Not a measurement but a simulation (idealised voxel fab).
process module | voxel wiring stack
cross-section cut | 240 nm wide | cells 5 nm
A cross-section is a grid of square cells, given in bands from the top down. A band is one or more rows of cells.
Each band's line starts with the height of the band's top and of its bottom, in nm. Then come its materials from left to right, each with its width in nm. One material with "throughout" fills the band from edge to edge. "air" is empty space.
Height 0 is the level under which the wafer as received is all one material. The lowest band goes on downwards, as in "0 down".
A width such as "30 to 40" changes by the same amount from each row of cells to the next, from the band's top row to its bottom row.
"no change" after a step means that no cell of the cross-section changed.
closed voids: empty space of 8 cells or more with no open way to the top, each as width x height at its distance from the left edge, in nm
after a step's settings: what the simulator itself notes on the step
overlay nm, on a step with a mask: how far to the right of its planned place the mask lay; to the left if negative
plan
1 op RECEIVE | material Si
2 op CONFORMAL_DEP | material SiO2 | thk nm 15
3 op DIRECTIONAL_DEP | material TiN | thk nm 5
4 op DIRECTIONAL_DEP | material Ru | thk nm 20
5 op MASKED_ETCH | tone cover | mask id METAL_1 | width nm 25 | pitch nm 40 | etch materials Ru | depth nm 20 | overlay nm 0
6 op MASKED_ETCH | tone cover | mask id METAL_1 | width nm 25 | pitch nm 40 | etch materials TiN | depth nm 5 | overlay nm 0
7 op FILL_DEP | material SiO2 | thk nm 5
8 op CMP | height nm 40
9 op CONFORMAL_DEP | material SiCN | thk nm 5
10 op DIRECTIONAL_DEP | material lowk | thk nm 15
11 op MASKED_ETCH | tone open | mask id PLUG_1 | width nm 15 | pitch nm 40 | etch materials lowk | depth nm 15 | overlay nm 0
12 op MASKED_ETCH | tone open | mask id PLUG_1 | width nm 15 | pitch nm 40 | etch materials SiCN | depth nm 5 | overlay nm 0
13 op EPI | material Ru | thk nm 10
14 op EPI | material Ru | thk nm 10
15 op CONFORMAL_DEP | material SiN | thk nm 5
16 op DIRECTIONAL_DEP | material SiO2 | thk nm 15
17 op DIRECTIONAL_DEP | material aC | thk nm 15
18 op PATTERN | tone open | mask id METAL_2 | material resist | width nm 25 | pitch nm 40 | thk nm 30 | overlay nm 0
19 op DIRECTIONAL_ETCH | etch materials aC | depth nm 15
20 op STRIP | etch materials resist
21 op DIRECTIONAL_ETCH | etch materials SiO2 | depth nm 15
22 op DIRECTIONAL_ETCH | etch materials SiN | depth nm 5
23 op STRIP | etch materials aC
24 op CONFORMAL_DEP | material TiN | thk nm 5
25 op FILL_DEP | material Cu | thk nm 5
26 op CMP | height nm 80
27 op CONFORMAL_DEP | material SiCN | thk nm 5
28 op DIRECTIONAL_DEP | material SiO2 | thk nm 25
29 op MASKED_ETCH | tone open | mask id METAL_3_HOLES | width nm 15 | etch materials SiO2 | depth nm 25 | overlay nm 0
30 op DIRECTIONAL_DEP | material aC | thk nm 15
31 op PATTERN | tone open | mask id METAL_3 | material resist | width nm 25 | pitch nm 40 | thk nm 30 | overlay nm 0
32 op DIRECTIONAL_ETCH | etch materials aC | depth nm 15
33 op STRIP | etch materials resist
34 op DIRECTIONAL_ETCH | etch materials SiO2 | depth nm 15
35 op DIRECTIONAL_ETCH | etch materials SiCN | depth nm 5
36 op STRIP | etch materials aC
37 op CONFORMAL_DEP | material TiN | thk nm 5
38 op FILL_DEP | material Ru | thk nm 10
39 op CMP | height nm 110
40 op CONFORMAL_DEP | material SiCN | thk nm 5
41 op DIRECTIONAL_DEP | material SiO2 | thk nm 30
42 op PATTERN | tone open | mask id METAL_4 | material resist | width nm 25 | pitch nm 40 | thk nm 20 | overlay nm 0
43 op DIRECTIONAL_ETCH | etch materials SiO2 | depth nm 20
44 op STRIP | etch materials resist
45 op MASKED_ETCH | tone open | mask id METAL_4_HOLES | width nm 15 | pitch nm 40 | etch materials SiO2 | depth nm 10 | overlay nm 0
46 op MASKED_ETCH | tone open | mask id METAL_4_HOLES | width nm 15 | pitch nm 40 | etch materials SiCN | depth nm 5 | overlay nm 0
47 op CONFORMAL_DEP | material TiN | thk nm 5
48 op FILL_DEP | material Cu | thk nm 5
49 op CMP | height nm 145
50 op CONFORMAL_DEP | material SiN | thk nm 5
as received, after step 1
  0 down: Si throughout
  closed voids: none
a wafer at the end: this start, this plan, one mistake
  150 to 145: SiN throughout
  145 to 130: SiO2 85 | TiN 5 | Cu 15 | TiN 5 | SiO2 15 | TiN 5 | Cu 15 | TiN 5 | SiO2 90
  130 to 125: SiO2 85 | TiN 5 | Cu 5 | TiN 15 | SiO2 15 | TiN 5 | Cu 5 | TiN 15 | SiO2 90
  125 to 115: SiO2 85 | TiN 5 | Cu 5 | TiN 5 | SiO2 25 | TiN 5 | Cu 5 | TiN 5 | SiO2 100
  115 to 110: SiCN 85 | TiN 15 | SiCN 25 | TiN 15 | SiCN 100
  110 to 100: SiO2 85 | TiN 5 | Ru 15 | TiN 5 | SiO2 15 | TiN 5 | Ru 15 | TiN 5 | SiO2 90
  100 to 95: SiO2 85 | TiN 5 | Ru 5 | TiN 15 | SiO2 15 | TiN 25 | SiO2 90
  95 to 85: SiO2 85 | TiN 5 | Ru 5 | TiN 5 | SiO2 140
  85 to 80: SiCN 85 | TiN 15 | SiCN 140
  80 to 75: SiN 85 | TiN 25 | SiN 15 | TiN 25 | SiN 90
  75 to 60: SiO2 throughout
  60 to 45: lowk 85 | Ru 15 | lowk 25 | Ru 15 | lowk 100
  45 to 40: SiCN 85 | Ru 15 | SiCN 25 | Ru 15 | SiCN 100
  40 to 20: SiO2 85 | Ru 25 | SiO2 15 | Ru 25 | SiO2 90
  20 to 15: SiO2 85 | TiN 25 | SiO2 15 | TiN 25 | SiO2 90
  15 to 0: SiO2 throughout
  0 down: Si throughout
  closed voids: none
what went wrong: steps 15 and 16 were swapped
